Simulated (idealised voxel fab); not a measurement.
The process module presented herein is designated voxel capacitor over wiring.
The cross-section shown here is cut; it is 265 nm wide and divided into square cells measuring 5 nm on a side.
Notation: cross-section as square-cell grid; stated in bands, top first, going down; one or more cell rows per band.
Band: top height; bottom height; in nm. Then, left to right: material with width in nm, for each material. "throughout": a single material spanning edge to edge. "air": empty space.
Where do heights start? At 0: under that level the wafer as delivered is made of one material only. And the lowest band has no floor; it just carries on downward, as in "0 down".
A width given as "30->40" starts at the first number in the band's top row and ends at the second number in its bottom row, shifting by an equal amount at every step from row to row.
Step marked "no modifications"? Then no cell in the cross-section changed in it.
This entry, "Cavities, closed", enumerates those empty regions of no fewer than 8 cells that possess no open connection to the top. Each region is reported in the form width x height at distance, the distance being taken from the left edge, with all three quantities expressed in nm.
Where a step's line continues beyond its settings, the continuation is a remark by the simulator itself on that step.
"overlay nm" on a masked step: distance the mask lay right of its planned place, negative for left.
# These are the steps we planned for the process
1. RECEIVE [material Si]
2. CONFORMAL_DEP [material SiO2] [thk nm 15]
3. CONFORMAL_DEP [material SiN] [thk nm 5]
4. DIRECTIONAL_DEP [material lowk] [thk nm 25]
5. PATTERN [tone open] [mask id METAL_1] [material resist] [width nm 30] [pitch nm 85] [thk nm 15] [overlay nm 0]
6. DIRECTIONAL_ETCH [etch materials lowk] [depth nm 25]
7. DIRECTIONAL_ETCH [etch materials SiN] [depth nm 5]
8. STRIP [etch materials resist]
9. CONFORMAL_DEP [material TiN] [thk nm 5]
10. FILL_DEP [material W] [thk nm 10]
11. CMP [height nm 45]
12. EPI [material Ru] [thk nm 5]
13. FILL_DEP [material SiCN] [thk nm 5]
14. DIRECTIONAL_DEP [material lowk] [thk nm 20]
15. MASKED_ETCH [tone open] [mask id PLUG_1] [width nm 15] [etch materials lowk] [depth nm 20] [overlay nm 0]
16. MASKED_ETCH [tone open] [mask id PLUG_1] [width nm 15] [etch materials SiCN] [depth nm 5] [overlay nm 0]
17. CONFORMAL_DEP [material TiN] [thk nm 5]
18. FILL_DEP [material Cu] [thk nm 5]
19. CMP [height nm 75]
20. DIRECTIONAL_DEP [material TiN] [thk nm 10]
21. DIRECTIONAL_DEP [material HfO2] [thk nm 5]
22. DIRECTIONAL_DEP [material TiN] [thk nm 5]
23. DIRECTIONAL_DEP [material aC] [thk nm 15]
24. PATTERN [tone cover] [mask id UPPER_PLATE] [material resist] [width nm 60] [thk nm 35] [overlay nm 0]
25. DIRECTIONAL_ETCH [etch materials aC] [depth nm 15]
26. STRIP [etch materials resist]
27. DIRECTIONAL_ETCH [etch materials TiN] [depth nm 5]
28. DIRECTIONAL_ETCH [etch materials HfO2] [depth nm 5]
29. STRIP [etch materials aC]
30. MASKED_ETCH [tone cover] [mask id LOWER_PLATE] [width nm 70] [etch materials TiN] [depth nm 10] [overlay nm 0]
31. FILL_DEP [material SiO2] [thk nm 15]
32. CMP [height nm 105]
33. PATTERN [tone open] [mask id PLUG_2] [material resist] [width nm 15] [thk nm 15] [overlay nm 0]
34. DIRECTIONAL_ETCH [etch materials SiO2] [depth nm 10]
35. STRIP [etch materials resist]
36. CONFORMAL_DEP [material TiN] [thk nm 5]
37. FILL_DEP [material Ru] [thk nm 5]
38. CMP [height nm 105]
39. CONFORMAL_DEP [material SiCN] [thk nm 5]
# On the first of the two wafers: run conducted according to plan
# Cross-section of the wafer as it came to us, i.e., already through step 1
	0 down | Si throughout
	Cavities, closed: none
# Cross-section: wafer state after step 2
	15 to 0 | SiO2 throughout
	Note: structure below 0 unchanged.
# Cross-section: wafer state after step 3
	20 to 15 | SiN throughout
	Note: structure below 15 unchanged.
# Cross-section: wafer state after step 4
	45 to 20 | lowk throughout
	Note: structure below 20 unchanged.
# Cross-section: wafer state after step 5
	60 to 45 | resist: 75 | air: 30 | resist: 55 | air: 30 | resist: 75
	Note: structure below 45 unchanged.
# Cross-section: wafer state after step 6
	60 to 45 | resist: 75 | air: 30 | resist: 55 | air: 30 | resist: 75
	45 to 20 | lowk: 75 | air: 30 | lowk: 55 | air: 30 | lowk: 75
	Note: structure below 20 unchanged.
# Cross-section: wafer state after step 7
	60 to 45 | resist: 75 | air: 30 | resist: 55 | air: 30 | resist: 75
	45 to 20 | lowk: 75 | air: 30 | lowk: 55 | air: 30 | lowk: 75
	20 to 15 | SiN: 75 | air: 30 | SiN: 55 | air: 30 | SiN: 75
	Note: structure below 15 unchanged.
# Cross-section: wafer state after step 8
	45 to 20 | lowk: 75 | air: 30 | lowk: 55 | air: 30 | lowk: 75
	Note: structure below 20 unchanged.
# Cross-section: wafer state after step 9
	50 to 45 | TiN: 80 | air: 20 | TiN: 65 | air: 20 | TiN: 80
	45 to 20 | lowk: 75 | TiN: 5 | air: 20 | TiN: 5 | lowk: 55 | TiN: 5 | air: 20 | TiN: 5 | lowk: 75
	20 to 15 | SiN: 75 | TiN: 30 | SiN: 55 | TiN: 30 | SiN: 75
	Note: structure below 15 unchanged.
# Cross-section: wafer state after step 10
	60 to 50 | W throughout
	50 to 45 | TiN: 80 | W: 20 | TiN: 65 | W: 20 | TiN: 80
	45 to 20 | lowk: 75 | TiN: 5 | W: 20 | TiN: 5 | lowk: 55 | TiN: 5 | W: 20 | TiN: 5 | lowk: 75
	Note: structure below 20 unchanged.
# Cross-section: wafer state after step 11
	45 to 20 | lowk: 75 | TiN: 5 | W: 20 | TiN: 5 | lowk: 55 | TiN: 5 | W: 20 | TiN: 5 | lowk: 75
	Note: structure below 20 unchanged.
# Cross-section: wafer state after step 12
	50 to 45 | air: 70 | Ru: 40 | air: 45 | Ru: 40 | air: 70
	Note: structure below 45 unchanged.
# Cross-section: wafer state after step 13
	55 to 50 | SiCN throughout
	50 to 45 | SiCN: 70 | Ru: 40 | SiCN: 45 | Ru: 40 | SiCN: 70
	Note: structure below 45 unchanged.
# Cross-section: wafer state after step 14
	75 to 55 | lowk throughout
	Note: structure below 55 unchanged.
# Cross-section: wafer state after step 15
	75 to 55 | lowk: 90 | air: 15 | lowk: 160
	Note: structure below 55 unchanged.
# Cross-section: wafer state after step 16
	75 to 55 | lowk: 90 | air: 15 | lowk: 160
	55 to 50 | SiCN: 90 | air: 15 | SiCN: 160
	Note: structure below 50 unchanged.
# Cross-section: wafer state after step 17
	80 to 75 | TiN: 95 | air: 5 | TiN: 165
	75 to 55 | lowk: 90 | TiN: 5 | air: 5 | TiN: 5 | lowk: 160
	55 to 50 | SiCN: 90 | TiN: 15 | SiCN: 160
	Note: structure below 50 unchanged.
# Cross-section: wafer state after step 18
	85 to 80 | Cu throughout
	80 to 75 | TiN: 95 | Cu: 5 | TiN: 165
	75 to 55 | lowk: 90 | TiN: 5 | Cu: 5 | TiN: 5 | lowk: 160
	Note: structure below 55 unchanged.
# Cross-section: wafer state after step 19
	75 to 55 | lowk: 90 | TiN: 5 | Cu: 5 | TiN: 5 | lowk: 160
	Note: structure below 55 unchanged.
# Cross-section: wafer state after step 20
	85 to 75 | TiN throughout
	Note: structure below 75 unchanged.
# Cross-section: wafer state after step 21
	90 to 85 | HfO2 throughout
	Note: structure below 85 unchanged.
# Cross-section: wafer state after step 22
	95 to 90 | TiN throughout
	Note: structure below 90 unchanged.
# Cross-section: wafer state after step 23
	110 to 95 | aC throughout
	Note: structure below 95 unchanged.
# Cross-section: wafer state after step 24
	145 to 110 | air: 90 | resist: 60 | air: 115
	Note: structure below 110 unchanged.
# Cross-section: wafer state after step 25
	130 to 110 | air: 90 | resist: 60 | air: 115
	110 to 95 | air: 90 | aC: 60 | air: 115
	Note: structure below 95 unchanged.
# Cross-section: wafer state after step 26
	110 to 95 | air: 90 | aC: 60 | air: 115
	Note: structure below 95 unchanged.
# Cross-section: wafer state after step 27
	110 to 95 | air: 90 | aC: 60 | air: 115
	95 to 90 | air: 90 | TiN: 60 | air: 115
	Note: structure below 90 unchanged.
# Cross-section: wafer state after step 28
	110 to 95 | air: 90 | aC: 60 | air: 115
	95 to 90 | air: 90 | TiN: 60 | air: 115
	90 to 85 | air: 90 | HfO2: 60 | air: 115
	Note: structure below 85 unchanged.
# Cross-section: wafer state after step 29
	95 to 90 | air: 90 | TiN: 60 | air: 115
	Note: structure below 90 unchanged.
# Cross-section: wafer state after step 30
	95 to 90 | air: 90 | TiN: 60 | air: 115
	90 to 85 | air: 90 | HfO2: 60 | air: 115
	85 to 75 | air: 85 | TiN: 70 | air: 110
	Note: structure below 75 unchanged.
# Cross-section: wafer state after step 31
	110 to 95 | SiO2 throughout
	95 to 90 | SiO2: 90 | TiN: 60 | SiO2: 115
	90 to 85 | SiO2: 90 | HfO2: 60 | SiO2: 115
	85 to 75 | SiO2: 85 | TiN: 70 | SiO2: 110
	Note: structure below 75 unchanged.
# Cross-section: wafer state after step 32
	105 to 95 | SiO2 throughout
	Note: structure below 95 unchanged.
# Cross-section: wafer state after step 33
	120 to 105 | resist: 100 | air: 15 | resist: 150
	Note: structure below 105 unchanged.
# Cross-section: wafer state after step 34
	120 to 105 | resist: 100 | air: 15 | resist: 150
	105 to 95 | SiO2: 100 | air: 15 | SiO2: 150
	Note: structure below 95 unchanged.
# Cross-section: wafer state after step 35
	105 to 95 | SiO2: 100 | air: 15 | SiO2: 150
	Note: structure below 95 unchanged.
# Cross-section: wafer state after step 36
	110 to 105 | TiN: 105 | air: 5 | TiN: 155
	105 to 100 | SiO2: 100 | TiN: 5 | air: 5 | TiN: 5 | SiO2: 150
	100 to 90 | SiO2: 100->90 | TiN: 15->60 | SiO2: 150->115
	Note: structure below 90 unchanged.
# Cross-section: wafer state after step 37
	115 to 110 | Ru throughout
	110 to 105 | TiN: 105 | Ru: 5 | TiN: 155
	105 to 100 | SiO2: 100 | TiN: 5 | Ru: 5 | TiN: 5 | SiO2: 150
	Note: structure below 100 unchanged.
# Cross-section: wafer state after step 38
	105 to 100 | SiO2: 100 | TiN: 5 | Ru: 5 | TiN: 5 | SiO2: 150
	Note: structure below 100 unchanged.
# Cross-section: wafer state after step 39
	110 to 105 | SiCN throughout
	Note: structure below 105 unchanged.
# The remaining wafer, second of the two, started like the first and was run to the same plan, except that one mistake was made along the way; the two coincide through step 12, inclusive
Look at the second wafer in cross-section at the time step 13 ought to have finished: no modifications
# Look at the second wafer in cross-section at the time step 14 ought to have finished
	70 to 65 | air: 70 | lowk: 40 | air: 45 | lowk: 40 | air: 70
	65 to 50 | lowk throughout
	50 to 45 | lowk: 70 | Ru: 40 | lowk: 45 | Ru: 40 | lowk: 70
	Note: structure below 45 unchanged.
# Look at the second wafer in cross-section at the time step 15 ought to have finished
	70 to 65 | air: 70 | lowk: 20 | air: 15 | lowk: 5 | air: 45 | lowk: 40 | air: 70
	65 to 50 | lowk: 90 | air: 15 | lowk: 160
	Note: structure below 50 unchanged.
Look at the second wafer in cross-section at the time step 16 ought to have finished: no modifications
# Look at the second wafer in cross-section at the time step 17 ought to have finished
	75 to 70 | air: 65 | TiN: 30 | air: 5 | TiN: 15 | air: 35 | TiN: 50 | air: 65
	70 to 65 | TiN: 70 | lowk: 20 | TiN: 5 | air: 5 | TiN: 5 | lowk: 5 | TiN: 45 | lowk: 40 | TiN: 70
	65 to 55 | lowk: 90 | TiN: 5 | air: 5 | TiN: 5 | lowk: 160
	55 to 50 | lowk: 90 | TiN: 15 | lowk: 160
	Note: structure below 50 unchanged.
# Look at the second wafer in cross-section at the time step 18 ought to have finished
	80 to 75 | Cu throughout
	75 to 70 | Cu: 65 | TiN: 30 | Cu: 5 | TiN: 15 | Cu: 35 | TiN: 50 | Cu: 65
	70 to 65 | TiN: 70 | lowk: 20 | TiN: 5 | Cu: 5 | TiN: 5 | lowk: 5 | TiN: 45 | lowk: 40 | TiN: 70
	65 to 55 | lowk: 90 | TiN: 5 | Cu: 5 | TiN: 5 | lowk: 160
	Note: structure below 55 unchanged.
# Look at the second wafer in cross-section at the time step 19 ought to have finished
	75 to 70 | Cu: 65 | TiN: 30 | Cu: 5 | TiN: 15 | Cu: 35 | TiN: 50 | Cu: 65
	Note: structure below 70 unchanged.
# Look at the second wafer in cross-section at the time step 20 ought to have finished
	85 to 75 | TiN throughout
	Note: structure below 75 unchanged.
# Look at the second wafer in cross-section at the time step 21 ought to have finished
	90 to 85 | HfO2 throughout
	Note: structure below 85 unchanged.
# Look at the second wafer in cross-section at the time step 22 ought to have finished
	95 to 90 | TiN throughout
	Note: structure below 90 unchanged.
# Look at the second wafer in cross-section at the time step 23 ought to have finished
	110 to 95 | aC throughout
	Note: structure below 95 unchanged.
# Look at the second wafer in cross-section at the time step 24 ought to have finished
	145 to 110 | air: 90 | resist: 60 | air: 115
	Note: structure below 110 unchanged.
# Look at the second wafer in cross-section at the time step 25 ought to have finished
	130 to 110 | air: 90 | resist: 60 | air: 115
	110 to 95 | air: 90 | aC: 60 | air: 115
	Note: structure below 95 unchanged.
# Look at the second wafer in cross-section at the time step 26 ought to have finished
	110 to 95 | air: 90 | aC: 60 | air: 115
	Note: structure below 95 unchanged.
# Look at the second wafer in cross-section at the time step 27 ought to have finished
	110 to 95 | air: 90 | aC: 60 | air: 115
	95 to 90 | air: 90 | TiN: 60 | air: 115
	Note: structure below 90 unchanged.
# Look at the second wafer in cross-section at the time step 28 ought to have finished
	110 to 95 | air: 90 | aC: 60 | air: 115
	95 to 90 | air: 90 | TiN: 60 | air: 115
	90 to 85 | air: 90 | HfO2: 60 | air: 115
	Note: structure below 85 unchanged.
# Look at the second wafer in cross-section at the time step 29 ought to have finished
	95 to 90 | air: 90 | TiN: 60 | air: 115
	Note: structure below 90 unchanged.
# Look at the second wafer in cross-section at the time step 30 ought to have finished
	95 to 90 | air: 90 | TiN: 60 | air: 115
	90 to 85 | air: 90 | HfO2: 60 | air: 115
	85 to 75 | air: 85 | TiN: 70 | air: 110
	Note: structure below 75 unchanged.
# Look at the second wafer in cross-section at the time step 31 ought to have finished
	110 to 95 | SiO2 throughout
	95 to 90 | SiO2: 90 | TiN: 60 | SiO2: 115
	90 to 85 | SiO2: 90 | HfO2: 60 | SiO2: 115
	85 to 75 | SiO2: 85 | TiN: 70 | SiO2: 110
	Note: structure below 75 unchanged.
# Look at the second wafer in cross-section at the time step 32 ought to have finished
	105 to 95 | SiO2 throughout
	Note: structure below 95 unchanged.
# Look at the second wafer in cross-section at the time step 33 ought to have finished
	120 to 105 | resist: 100 | air: 15 | resist: 150
	Note: structure below 105 unchanged.
# Look at the second wafer in cross-section at the time step 34 ought to have finished
	120 to 105 | resist: 100 | air: 15 | resist: 150
	105 to 95 | SiO2: 100 | air: 15 | SiO2: 150
	Note: structure below 95 unchanged.
# Look at the second wafer in cross-section at the time step 35 ought to have finished
	105 to 95 | SiO2: 100 | air: 15 | SiO2: 150
	Note: structure below 95 unchanged.
# Look at the second wafer in cross-section at the time step 36 ought to have finished
	110 to 105 | TiN: 105 | air: 5 | TiN: 155
	105 to 100 | SiO2: 100 | TiN: 5 | air: 5 | TiN: 5 | SiO2: 150
	100 to 90 | SiO2: 100->90 | TiN: 15->60 | SiO2: 150->115
	Note: structure below 90 unchanged.
# Look at the second wafer in cross-section at the time step 37 ought to have finished
	115 to 110 | Ru throughout
	110 to 105 | TiN: 105 | Ru: 5 | TiN: 155
	105 to 100 | SiO2: 100 | TiN: 5 | Ru: 5 | TiN: 5 | SiO2: 150
	Note: structure below 100 unchanged.
# Look at the second wafer in cross-section at the time step 38 ought to have finished
	105 to 100 | SiO2: 100 | TiN: 5 | Ru: 5 | TiN: 5 | SiO2: 150
	Note: structure below 100 unchanged.
# Look at the second wafer in cross-section at the time step 39 ought to have finished
	110 to 105 | SiCN throughout
	Note: structure below 105 unchanged.
Error vs. plan: execution of step 13 of the plan did not take place, the step having been omitted
It is noted that, at the conclusion of processing, the second wafer exhibits a higher or lower cell count for certain materials relative to the first: Cu +33; SiCN -87; TiN +54
